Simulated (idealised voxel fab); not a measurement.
voxel spacer lines: a process module
Cross-section cut: width 155 nm, square cells of 5 nm.
For the purposes of this document, a cross-section shall be understood as a grid of square cells, specified as bands listed in top-to-bottom order, each band consisting of one or more rows of cells. The band entry comprises the height of the band's top followed by the height of its bottom, expressed in nm, and subsequently the band's materials from left to right, each stated together with its width in nm. Where a single material is marked with the word "edge to edge", that material fills the band from edge to edge. The word "empty" represents empty space. A quick word on heights: they are counted from 0, and under that level the wafer as it came to us is one material throughout. The lowest band is different from the rest in having no bottom; it simply continues downward, written as in "0 down". Width spec "30..40" -> top row of cells at first value, bottom row at second value, equal per-row change in between. "no alteration" means the step left every cell of the cross-section as it was. The entry "Closed cavity list" lists the empty spaces that cover at least 8 cells and have no open path to the top. Each is written as width x height at distance, where the distance is measured from the left edge and all three values are in nm. Read whatever lies past the settings on a step's line as the simulator's own remark about the step. overlay nm: on a step with a mask, how far right of its planned place the mask lay; negative means left.

### Process steps foreseen in the plan
step 1: op RECEIVE | material Si
step 2: op CONFORMAL_DEP | material Al2O3 | thk nm 5
step 3: op DIRECTIONAL_DEP | material W | thk nm 20
step 4: op DIRECTIONAL_DEP | material polySi | thk nm 25
step 5: op PATTERN | tone cover | mask id MANDREL | material resist | width nm 15 | pitch nm 50 | thk nm 30 | overlay nm 0
step 6: op DIRECTIONAL_ETCH | etch materials polySi | depth nm 25
step 7: op STRIP | etch materials resist
step 8: op CONFORMAL_DEP | material SiO2 | thk nm 10
step 9: op DIRECTIONAL_ETCH | etch materials SiO2 | depth nm 10
step 10: op STRIP | etch materials polySi
step 11: op DIRECTIONAL_ETCH | etch materials W | depth nm 20
step 12: op STRIP | etch materials SiO2
step 13: op FILL_DEP | material SiO2 | thk nm 5
step 14: op CMP | height nm 25

### Wafer as received: cross-section following step 1
	0 down = Si edge to edge
	Closed cavity list: none

### Cross-sectional image of the first of two wafers at the end of the module, the run having proceeded as planned
	25 to 5 = 10 SiO2  10 W  15 SiO2  10 W  15 SiO2  10 W  15 SiO2  10 W  15 SiO2  10 W  15 SiO2  10 W  10 SiO2
	5 to 0 = Al2O3 edge to edge
	0 down = Si edge to edge
	Closed cavity list: none

### Cross-section of the latter of the two wafers at module completion. It had an identical start and an identical plan to the former; in running it, one mistake was made
	25 to 5 = 15 SiO2  10 W  15 SiO2  10 W  15 SiO2  10 W  15 SiO2  10 W  15 SiO2  10 W  15 SiO2  10 W  5 SiO2
	5 to 0 = Al2O3 edge to edge
	0 down = Si edge to edge
	Closed cavity list: none
Deviation from plan: off-plan run, step 5, actual operation and settings op PATTERN | tone cover | mask id MANDREL | material resist | width nm 15 | pitch nm 50 | thk nm 30 | overlay nm 5
By the end, you'd get the same cell count for each material on either wafer, but the second wafer puts them somewhere else.
